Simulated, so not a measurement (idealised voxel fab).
process module | voxel capacitor over wiring
cross-section cut | 195 nm wide | cells 5 nm
A cross-section is a grid of square cells, given in bands from the top down. A band is one or more rows of cells.
Each band's line starts with the height of the band's top and of its bottom, in nm. Then come its materials from left to right, each with its width in nm. One material with "throughout" fills the band from edge to edge. "air" is empty space.
Height 0 is the level under which the wafer as received is all one material. The lowest band goes on downwards, as in "0 down".
A width such as "30 to 40" changes by the same amount from each row of cells to the next, from the band's top row to its bottom row.
"no change" after a step means that no cell of the cross-section changed.
closed voids: empty space of 8 cells or more with no open way to the top, each as width x height at its distance from the left edge, in nm
after a step's settings: what the simulator itself notes on the step
overlay nm, on a step with a mask: how far to the right of its planned place the mask lay; to the left if negative
plan
1 op RECEIVE | material Si
2 op CONFORMAL_DEP | material SiO2 | thk nm 15
3 op CONFORMAL_DEP | material SiN | thk nm 5
4 op DIRECTIONAL_DEP | material lowk | thk nm 15
5 op DIRECTIONAL_DEP | material aC | thk nm 15
6 op PATTERN | tone open | mask id METAL_1 | material resist | width nm 30 | pitch nm 80 | thk nm 30 | overlay nm 0
7 op DIRECTIONAL_ETCH | etch materials aC | depth nm 15
8 op STRIP | etch materials resist
9 op DIRECTIONAL_ETCH | etch materials lowk | depth nm 15
10 op DIRECTIONAL_ETCH | etch materials SiN | depth nm 5
11 op STRIP | etch materials aC
12 op CONFORMAL_DEP | material TiN | thk nm 5
13 op FILL_DEP | material Ru | thk nm 10
14 op CMP | height nm 35
15 op CONFORMAL_DEP | material SiCN | thk nm 5
16 op DIRECTIONAL_DEP | material SiO2 | thk nm 15
17 op MASKED_ETCH | tone open | mask id PLUG_1 | width nm 15 | etch materials SiO2 | depth nm 15 | overlay nm 0
18 op MASKED_ETCH | tone open | mask id PLUG_1 | width nm 15 | etch materials SiCN | depth nm 5 | overlay nm 0
19 op EPI | material Ru | thk nm 10
20 op EPI | material Ru | thk nm 10
21 op DIRECTIONAL_DEP | material TiN | thk nm 5
22 op DIRECTIONAL_DEP | material HfO2 | thk nm 5
23 op DIRECTIONAL_DEP | material TiN | thk nm 5
24 op MASKED_ETCH | tone cover | mask id UPPER_PLATE | width nm 55 | etch materials TiN | depth nm 5 | overlay nm 0
25 op MASKED_ETCH | tone cover | mask id UPPER_PLATE | width nm 55 | etch materials HfO2 | depth nm 5 | overlay nm 0
26 op MASKED_ETCH | tone cover | mask id LOWER_PLATE | width nm 65 | etch materials TiN | depth nm 5 | overlay nm 0
27 op FILL_DEP | material SiO2 | thk nm 20
28 op CMP | height nm 85
29 op PATTERN | tone open | mask id PLUG_2 | material resist | width nm 15 | thk nm 15 | overlay nm 0
30 op DIRECTIONAL_ETCH | etch materials SiO2 | depth nm 15
31 op STRIP | etch materials resist
32 op CONFORMAL_DEP | material TiN | thk nm 5
33 op FILL_DEP | material W | thk nm 5
34 op CMP | height nm 85
35 op CONFORMAL_DEP | material SiCN | thk nm 5
as received, after step 1
  0 down: Si throughout
  closed voids: none
a wafer at the end: this start, this plan, one mistake
  100 to 85: SiCN throughout
  85 to 75: SiO2 65 | TiN 5 | W 5 | TiN 5 | SiO2 115
  75 to 65: SiO2 65 to 55 | TiN 15 to 55 | SiO2 115 to 85
  65 to 60: SiO2 55 | HfO2 55 | SiO2 85
  60 to 55: SiO2 50 | TiN 65 | SiO2 80
  55 to 40: SiO2 55 | Ru 15 | SiO2 125
  40 to 35: SiCN 55 | Ru 15 | SiCN 125
  35 to 20: lowk 40 | TiN 5 | Ru 20 | TiN 5 | lowk 50 | TiN 5 | Ru 20 | TiN 5 | lowk 45
  20 to 15: SiN 40 | TiN 30 | SiN 50 | TiN 30 | SiN 45
  15 to 0: SiO2 throughout
  0 down: Si throughout
  closed voids: none
what went wrong: step 35 ran as: op CONFORMAL_DEP | material SiCN | thk nm 15
